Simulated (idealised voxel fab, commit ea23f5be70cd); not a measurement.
Documented hereafter: the process module known as voxel quadruple lines.
Section shown: cut. Width: 245 nm. Cell size: 5 nm, square.
Notation: cross-section as square-cell grid; stated in bands, top first, going down; one or more cell rows per band.
Per band: top height and bottom height in nm, followed by the left-to-right materials and their widths in nm; "all across" marks a single material spanning edge to edge, "blank" marks empty space.
Where do heights start? At 0: under that level the wafer as delivered is made of one material only. And the lowest band has no floor; it just carries on downward, as in "from 0 down".
You'd read "30 to 40" like this: the band's top row of cells is as wide as the first number, its bottom row is as wide as the second, and going down, every row changes width by the same amount as the row before did.
Where a step carries "nothing different", the cross-section came out of it unchanged, cell for cell.
Reported under the label "Enclosed void entries" are the empty spaces having no open way to the top and comprising 8 cells or more; the notation for each is width x height at distance, in which the distance is measured from the left edge and all three values are in nm.
Where a step's line continues beyond its settings, the continuation is a remark by the simulator itself on that step.
If you see "overlay nm" on a step's line and that step has a mask, it's telling you how far right of where it was planned the mask ended up; a negative number means it went left instead.
# This section lists the process steps that were planned
1 op RECEIVE | material Si
2 op CONFORMAL_DEP | material Al2O3 | thk nm 10
3 op DIRECTIONAL_DEP | material TiN | thk nm 10
4 op DIRECTIONAL_DEP | material polySi | thk nm 15
5 op DIRECTIONAL_DEP | material aC | thk nm 25
6 op PATTERN | tone cover | mask id MANDREL | material resist | width nm 25 | pitch nm 80 | thk nm 35 | overlay nm 0
7 op DIRECTIONAL_ETCH | etch materials aC | depth nm 25
8 op STRIP | etch materials resist
9 op CONFORMAL_DEP | material SiO2 | thk nm 15
10 op DIRECTIONAL_ETCH | etch materials SiO2 | depth nm 15
11 op STRIP | etch materials aC
12 op DIRECTIONAL_ETCH | etch materials polySi | depth nm 15
13 op STRIP | etch materials SiO2
14 op CONFORMAL_DEP | material SiN | thk nm 5
15 op DIRECTIONAL_ETCH | etch materials SiN | depth nm 5
16 op STRIP | etch materials polySi
17 op DIRECTIONAL_ETCH | etch materials TiN | depth nm 10
18 op STRIP | etch materials SiN
# The first wafer of two, processed as planned
# Wafer as received: cross-section following step 1
	from 0 down = Si all across
	Enclosed void entries: none
# How the wafer stands in section after step 2
	from 10 to 0 = Al2O3 all across
	Unchanged below 0.
# How the wafer stands in section after step 3
	from 20 to 10 = TiN all across
	Unchanged below 10.
# How the wafer stands in section after step 4
	from 35 to 20 = polySi all across
	Unchanged below 20.
# How the wafer stands in section after step 5
	from 60 to 35 = aC all across
	Unchanged below 35.
# How the wafer stands in section after step 6
	from 95 to 60 = blank 70 nm, resist 25 nm, blank 55 nm, resist 25 nm, blank 70 nm
	Unchanged below 60.
# How the wafer stands in section after step 7
	from 70 to 60 = blank 70 nm, resist 25 nm, blank 55 nm, resist 25 nm, blank 70 nm
	from 60 to 35 = blank 70 nm, aC 25 nm, blank 55 nm, aC 25 nm, blank 70 nm
	Unchanged below 35.
# How the wafer stands in section after step 8
	from 60 to 35 = blank 70 nm, aC 25 nm, blank 55 nm, aC 25 nm, blank 70 nm
	Unchanged below 35.
# How the wafer stands in section after step 9
	from 75 to 60 = blank 55 nm, SiO2 55 nm, blank 25 nm, SiO2 55 nm, blank 55 nm
	from 60 to 50 = blank 55 nm, SiO2 15 nm, aC 25 nm, SiO2 15 nm, blank 25 nm, SiO2 15 nm, aC 25 nm, SiO2 15 nm, blank 55 nm
	from 50 to 35 = SiO2 70 nm, aC 25 nm, SiO2 55 nm, aC 25 nm, SiO2 70 nm
	Unchanged below 35.
# How the wafer stands in section after step 10
	from 60 to 35 = blank 55 nm, SiO2 15 nm, aC 25 nm, SiO2 15 nm, blank 25 nm, SiO2 15 nm, aC 25 nm, SiO2 15 nm, blank 55 nm
	Unchanged below 35.
# How the wafer stands in section after step 11
	from 60 to 35 = blank 55 nm, SiO2 15 nm, blank 25 nm, SiO2 15 nm, blank 25 nm, SiO2 15 nm, blank 25 nm, SiO2 15 nm, blank 55 nm
	Unchanged below 35.
# How the wafer stands in section after step 12
	from 60 to 35 = blank 55 nm, SiO2 15 nm, blank 25 nm, SiO2 15 nm, blank 25 nm, SiO2 15 nm, blank 25 nm, SiO2 15 nm, blank 55 nm
	from 35 to 20 = blank 55 nm, polySi 15 nm, blank 25 nm, polySi 15 nm, blank 25 nm, polySi 15 nm, blank 25 nm, polySi 15 nm, blank 55 nm
	Unchanged below 20.
# How the wafer stands in section after step 13
	from 35 to 20 = blank 55 nm, polySi 15 nm, blank 25 nm, polySi 15 nm, blank 25 nm, polySi 15 nm, blank 25 nm, polySi 15 nm, blank 55 nm
	Unchanged below 20.
# How the wafer stands in section after step 14
	from 40 to 35 = blank 50 nm, SiN 25 nm, blank 15 nm, SiN 25 nm, blank 15 nm, SiN 25 nm, blank 15 nm, SiN 25 nm, blank 50 nm
	from 35 to 25 = blank 50 nm, SiN 5 nm, polySi 15 nm, SiN 5 nm, blank 15 nm, SiN 5 nm, polySi 15 nm, SiN 5 nm, blank 15 nm, SiN 5 nm, polySi 15 nm, SiN 5 nm, blank 15 nm, SiN 5 nm, polySi 15 nm, SiN 5 nm, blank 50 nm
	from 25 to 20 = SiN 55 nm, polySi 15 nm, SiN 25 nm, polySi 15 nm, SiN 25 nm, polySi 15 nm, SiN 25 nm, polySi 15 nm, SiN 55 nm
	Unchanged below 20.
# How the wafer stands in section after step 15
	from 35 to 20 = blank 50 nm, SiN 5 nm, polySi 15 nm, SiN 5 nm, blank 15 nm, SiN 5 nm, polySi 15 nm, SiN 5 nm, blank 15 nm, SiN 5 nm, polySi 15 nm, SiN 5 nm, blank 15 nm, SiN 5 nm, polySi 15 nm, SiN 5 nm, blank 50 nm
	Unchanged below 20.
# How the wafer stands in section after step 16
	from 35 to 20 = blank 50 nm, SiN 5 nm, blank 15 nm, SiN 5 nm, blank 15 nm, SiN 5 nm, blank 15 nm, SiN 5 nm, blank 15 nm, SiN 5 nm, blank 15 nm, SiN 5 nm, blank 15 nm, SiN 5 nm, blank 15 nm, SiN 5 nm, blank 50 nm
	Unchanged below 20.
# How the wafer stands in section after step 17
	from 35 to 20 = blank 50 nm, SiN 5 nm, blank 15 nm, SiN 5 nm, blank 15 nm, SiN 5 nm, blank 15 nm, SiN 5 nm, blank 15 nm, SiN 5 nm, blank 15 nm, SiN 5 nm, blank 15 nm, SiN 5 nm, blank 15 nm, SiN 5 nm, blank 50 nm
	from 20 to 10 = blank 50 nm, TiN 5 nm, blank 15 nm, TiN 5 nm, blank 15 nm, TiN 5 nm, blank 15 nm, TiN 5 nm, blank 15 nm, TiN 5 nm, blank 15 nm, TiN 5 nm, blank 15 nm, TiN 5 nm, blank 15 nm, TiN 5 nm, blank 50 nm
	Unchanged below 10.
# How the wafer stands in section after step 18
	from 20 to 10 = blank 50 nm, TiN 5 nm, blank 15 nm, TiN 5 nm, blank 15 nm, TiN 5 nm, blank 15 nm, TiN 5 nm, blank 15 nm, TiN 5 nm, blank 15 nm, TiN 5 nm, blank 15 nm, TiN 5 nm, blank 15 nm, TiN 5 nm, blank 50 nm
	Unchanged below 10.
# Wafer two of the pair: same origin, same plan, one error during the run; identical to wafer one up to and including step 5
# The second wafer in cross-section, at the planned close of step 6
	from 95 to 60 = blank 75 nm, resist 25 nm, blank 55 nm, resist 25 nm, blank 65 nm
	Unchanged below 60.
# The second wafer in cross-section, at the planned close of step 7
	from 70 to 60 = blank 75 nm, resist 25 nm, blank 55 nm, resist 25 nm, blank 65 nm
	from 60 to 35 = blank 75 nm, aC 25 nm, blank 55 nm, aC 25 nm, blank 65 nm
	Unchanged below 35.
# The second wafer in cross-section, at the planned close of step 8
	from 60 to 35 = blank 75 nm, aC 25 nm, blank 55 nm, aC 25 nm, blank 65 nm
	Unchanged below 35.
# The second wafer in cross-section, at the planned close of step 9
	from 75 to 60 = blank 60 nm, SiO2 55 nm, blank 25 nm, SiO2 55 nm, blank 50 nm
	from 60 to 50 = blank 60 nm, SiO2 15 nm, aC 25 nm, SiO2 15 nm, blank 25 nm, SiO2 15 nm, aC 25 nm, SiO2 15 nm, blank 50 nm
	from 50 to 35 = SiO2 75 nm, aC 25 nm, SiO2 55 nm, aC 25 nm, SiO2 65 nm
	Unchanged below 35.
# The second wafer in cross-section, at the planned close of step 10
	from 60 to 35 = blank 60 nm, SiO2 15 nm, aC 25 nm, SiO2 15 nm, blank 25 nm, SiO2 15 nm, aC 25 nm, SiO2 15 nm, blank 50 nm
	Unchanged below 35.
# The second wafer in cross-section, at the planned close of step 11
	from 60 to 35 = blank 60 nm, SiO2 15 nm, blank 25 nm, SiO2 15 nm, blank 25 nm, SiO2 15 nm, blank 25 nm, SiO2 15 nm, blank 50 nm
	Unchanged below 35.
# The second wafer in cross-section, at the planned close of step 12
	from 60 to 35 = blank 60 nm, SiO2 15 nm, blank 25 nm, SiO2 15 nm, blank 25 nm, SiO2 15 nm, blank 25 nm, SiO2 15 nm, blank 50 nm
	from 35 to 20 = blank 60 nm, polySi 15 nm, blank 25 nm, polySi 15 nm, blank 25 nm, polySi 15 nm, blank 25 nm, polySi 15 nm, blank 50 nm
	Unchanged below 20.
# The second wafer in cross-section, at the planned close of step 13
	from 35 to 20 = blank 60 nm, polySi 15 nm, blank 25 nm, polySi 15 nm, blank 25 nm, polySi 15 nm, blank 25 nm, polySi 15 nm, blank 50 nm
	Unchanged below 20.
# The second wafer in cross-section, at the planned close of step 14
	from 40 to 35 = blank 55 nm, SiN 25 nm, blank 15 nm, SiN 25 nm, blank 15 nm, SiN 25 nm, blank 15 nm, SiN 25 nm, blank 45 nm
	from 35 to 25 = blank 55 nm, SiN 5 nm, polySi 15 nm, SiN 5 nm, blank 15 nm, SiN 5 nm, polySi 15 nm, SiN 5 nm, blank 15 nm, SiN 5 nm, polySi 15 nm, SiN 5 nm, blank 15 nm, SiN 5 nm, polySi 15 nm, SiN 5 nm, blank 45 nm
	from 25 to 20 = SiN 60 nm, polySi 15 nm, SiN 25 nm, polySi 15 nm, SiN 25 nm, polySi 15 nm, SiN 25 nm, polySi 15 nm, SiN 50 nm
	Unchanged below 20.
# The second wafer in cross-section, at the planned close of step 15
	from 35 to 20 = blank 55 nm, SiN 5 nm, polySi 15 nm, SiN 5 nm, blank 15 nm, SiN 5 nm, polySi 15 nm, SiN 5 nm, blank 15 nm, SiN 5 nm, polySi 15 nm, SiN 5 nm, blank 15 nm, SiN 5 nm, polySi 15 nm, SiN 5 nm, blank 45 nm
	Unchanged below 20.
# The second wafer in cross-section, at the planned close of step 16
	from 35 to 20 = blank 55 nm, SiN 5 nm, blank 15 nm, SiN 5 nm, blank 15 nm, SiN 5 nm, blank 15 nm, SiN 5 nm, blank 15 nm, SiN 5 nm, blank 15 nm, SiN 5 nm, blank 15 nm, SiN 5 nm, blank 15 nm, SiN 5 nm, blank 45 nm
	Unchanged below 20.
# The second wafer in cross-section, at the planned close of step 17
	from 35 to 20 = blank 55 nm, SiN 5 nm, blank 15 nm, SiN 5 nm, blank 15 nm, SiN 5 nm, blank 15 nm, SiN 5 nm, blank 15 nm, SiN 5 nm, blank 15 nm, SiN 5 nm, blank 15 nm, SiN 5 nm, blank 15 nm, SiN 5 nm, blank 45 nm
	from 20 to 10 = blank 55 nm, TiN 5 nm, blank 15 nm, TiN 5 nm, blank 15 nm, TiN 5 nm, blank 15 nm, TiN 5 nm, blank 15 nm, TiN 5 nm, blank 15 nm, TiN 5 nm, blank 15 nm, TiN 5 nm, blank 15 nm, TiN 5 nm, blank 45 nm
	Unchanged below 10.
# The second wafer in cross-section, at the planned close of step 18
	from 20 to 10 = blank 55 nm, TiN 5 nm, blank 15 nm, TiN 5 nm, blank 15 nm, TiN 5 nm, blank 15 nm, TiN 5 nm, blank 15 nm, TiN 5 nm, blank 15 nm, TiN 5 nm, blank 15 nm, TiN 5 nm, blank 15 nm, TiN 5 nm, blank 45 nm
	Unchanged below 10.
Want to know what went wrong? step 6 changed vs plan, executed as op PATTERN | tone cover | mask id MANDREL | material resist | width nm 25 | pitch nm 80 | thk nm 35 | overlay nm 5
If you tally the cells, the second wafer ends up with the same amount of every material as the first; it's all just sitting in different places.
